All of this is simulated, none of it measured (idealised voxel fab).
Proc. module: voxel ribs on slabs
Cross-section cut spans 145 nm and uses square cells 5 nm in size.
A cross-section in this document is a grid of square cells, and it is written down as bands, the top band listed before the ones below it; a band is made up of one or more rows of cells.
Look at the band entry: it leads with the top's height and the bottom's height in nm. Then it lists the materials left to right, with a width in nm for each. The word "throughout" on a single material says that material fills the band edge to edge. The word "air" is empty space.
Height 0 is the level under which the wafer as received is all one material. The lowest band goes on downwards, as in "0 -> down".
Width "30 to 40": first value at the band's top row of cells, second value at its bottom row, equal change from row to row.
For the purposes of this document, the phrase "nothing was modified" attached to a step denotes that no cell within the cross-section was modified by that step.
Basically, "Sealed cavities" tells you about the enclosed voids: empty spaces with no open way to the top, 8 cells or bigger, each written width x height at distance, where distance is from the left edge, all in nm.
If you see something after the settings on a step's line, that's the simulator's own remark about that step.
The setting "overlay nm" may be written on the line of a step. When the step uses a mask, the value reports how far to the right of the planned place the mask lay, and a negative value reports that it lay to the left.

[Steps in the process plan]
1,RECEIVE, material Si
2,DIRECTIONAL_DEP, material SiO2, thk nm 25
3,DIRECTIONAL_DEP, material polySi, thk nm 25
4,MASKED_ETCH, tone cover, mask id RIB, width nm 20, etch materials polySi, depth nm 10, overlay nm 0
5,MASKED_ETCH, tone cover, mask id SLAB, width nm 70, etch materials polySi, depth nm 15, overlay nm 0
6,FILL_DEP, material SiO2, thk nm 20
7,CMP, height nm 65
8,DIRECTIONAL_DEP, material W, thk nm 10
9,DIRECTIONAL_DEP, material aC, thk nm 15
10,PATTERN, tone cover, mask id HEATER, material resist, width nm 30, thk nm 30, overlay nm 0
11,DIRECTIONAL_ETCH, etch materials aC, depth nm 15
12,STRIP, etch materials resist
13,DIRECTIONAL_ETCH, etch materials W, depth nm 10
14,STRIP, etch materials aC
15,CONFORMAL_DEP, material SiN, thk nm 10

[The first wafer of two, processed as planned]

[Cross-sectional view of the wafer in its as-received condition, corresponding to the state after step 1]
  0 -> down: Si throughout
  Sealed cavities: none

[Sectional view: wafer, after step 2]
  25 -> 0: SiO2 throughout
  Below 0 it's all the same as before, nothing changed down there.

[Sectional view: wafer, after step 3]
  50 -> 25: polySi throughout
  Below 25 it's all the same as before, nothing changed down there.

[Sectional view: wafer, after step 4]
  50 -> 40: 60 air; 20 polySi; 65 air
  Below 40 it's all the same as before, nothing changed down there.

[Sectional view: wafer, after step 5]
  50 -> 40: 60 air; 20 polySi; 65 air
  40 -> 25: 35 air; 70 polySi; 40 air
  Below 25 it's all the same as before, nothing changed down there.

[Sectional view: wafer, after step 6]
  70 -> 50: SiO2 throughout
  50 -> 40: 60 SiO2; 20 polySi; 65 SiO2
  40 -> 25: 35 SiO2; 70 polySi; 40 SiO2
  Below 25 it's all the same as before, nothing changed down there.

[Sectional view: wafer, after step 7]
  65 -> 50: SiO2 throughout
  Below 50 it's all the same as before, nothing changed down there.

[Sectional view: wafer, after step 8]
  75 -> 65: W throughout
  Below 65 it's all the same as before, nothing changed down there.

[Sectional view: wafer, after step 9]
  90 -> 75: aC throughout
  Below 75 it's all the same as before, nothing changed down there.

[Sectional view: wafer, after step 10]
  120 -> 90: 55 air; 30 resist; 60 air
  Below 90 it's all the same as before, nothing changed down there.

[Sectional view: wafer, after step 11]
  105 -> 90: 55 air; 30 resist; 60 air
  90 -> 75: 55 air; 30 aC; 60 air
  Below 75 it's all the same as before, nothing changed down there.

[Sectional view: wafer, after step 12]
  90 -> 75: 55 air; 30 aC; 60 air
  Below 75 it's all the same as before, nothing changed down there.

[Sectional view: wafer, after step 13]
  90 -> 75: 55 air; 30 aC; 60 air
  75 -> 65: 55 air; 30 W; 60 air
  Below 65 it's all the same as before, nothing changed down there.

[Sectional view: wafer, after step 14]
  75 -> 65: 55 air; 30 W; 60 air
  Below 65 it's all the same as before, nothing changed down there.

[Sectional view: wafer, after step 15]
  85 -> 75: 45 air; 50 SiN; 50 air
  75 -> 65: 55 SiN; 30 W; 60 SiN
  Below 65 it's all the same as before, nothing changed down there.

[Notes, second wafer: start = first wafer's, plan = first wafer's, execution had one mistake; history identical to first through step 14]

X-section, second wafer, when step 15 was due to finish: nothing was modified
Where did the run depart from the plan? plan step 15 never ran because it was skipped
Upon completion, the second wafer contains, in terms of cells, a greater or smaller amount of certain materials than the first wafer: SiN -66
